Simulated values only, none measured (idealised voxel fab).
Process module in this document: voxel lift off
It is cross-section cut that appears here, measuring 195 nm in width, its square cells being 5 nm in size.
A cross-section in this document is a grid of square cells, and it is written down as bands, the top band listed before the ones below it; a band is made up of one or more rows of cells. A band entry consists of two parts. The first gives the height of the band's top and the height of its bottom, in nm. The rest lists the band's materials from left to right, each with its width in nm. A single material labelled with the word "full width" fills the band from edge to edge, and the word "air" marks empty space. The reference from which all heights are counted is 0, the level beneath which the as-received wafer is entirely one material; the lowest band, having no lower bound, proceeds downward and is written after the example "0..down". Graded width ("30 to 40"): value in top row of band = first number; value in bottom row = second number; row-to-row change constant. When a step is marked "everything unchanged", none of the cells in the cross-section changed during that step. "Enclosed cavity list": sealed empty spaces, 8 cells or more, no open way to top, listed width x height at distance, with distance from the left edge and width, height and distance in nm. What comes after the settings on a step's line is commentary from the simulator itself on that step. overlay nm: mask offset rightward from planned place, masked step; negative means leftward offset.

[Process steps (planned)]
1 op RECEIVE | material Si
2 op CONFORMAL_DEP | material Al2O3 | thk nm 15
3 op PATTERN | tone open | mask id LINES | material resist | width nm 15 | pitch nm 45 | thk nm 30 | overlay nm 0
4 op DIRECTIONAL_DEP | material Ru | thk nm 15
5 op STRIP | etch materials resist
6 op CONFORMAL_DEP | material SiN | thk nm 5
Same starting wafers, different width nm at step 3. Plan value belongs to the first wafer.

[Cross-section of the first incoming wafer of several, state after step 1]
  0..down  Si full width
  Enclosed cavity list: none

[Row per wafer, end-of-module: cell gain (+)/loss (-) by material since the wafer came in, then closed voids]
width nm 15; +117 Al2O3; +36 Ru; +63 SiN; Enclosed cavity list: none
width nm 20; +117 Al2O3; +48 Ru; +63 SiN; Enclosed cavity list: none
width nm 25; +117 Al2O3; +60 Ru; +63 SiN; Enclosed cavity list: none
width nm 30; +117 Al2O3; +72 Ru; +63 SiN; Enclosed cavity list: none
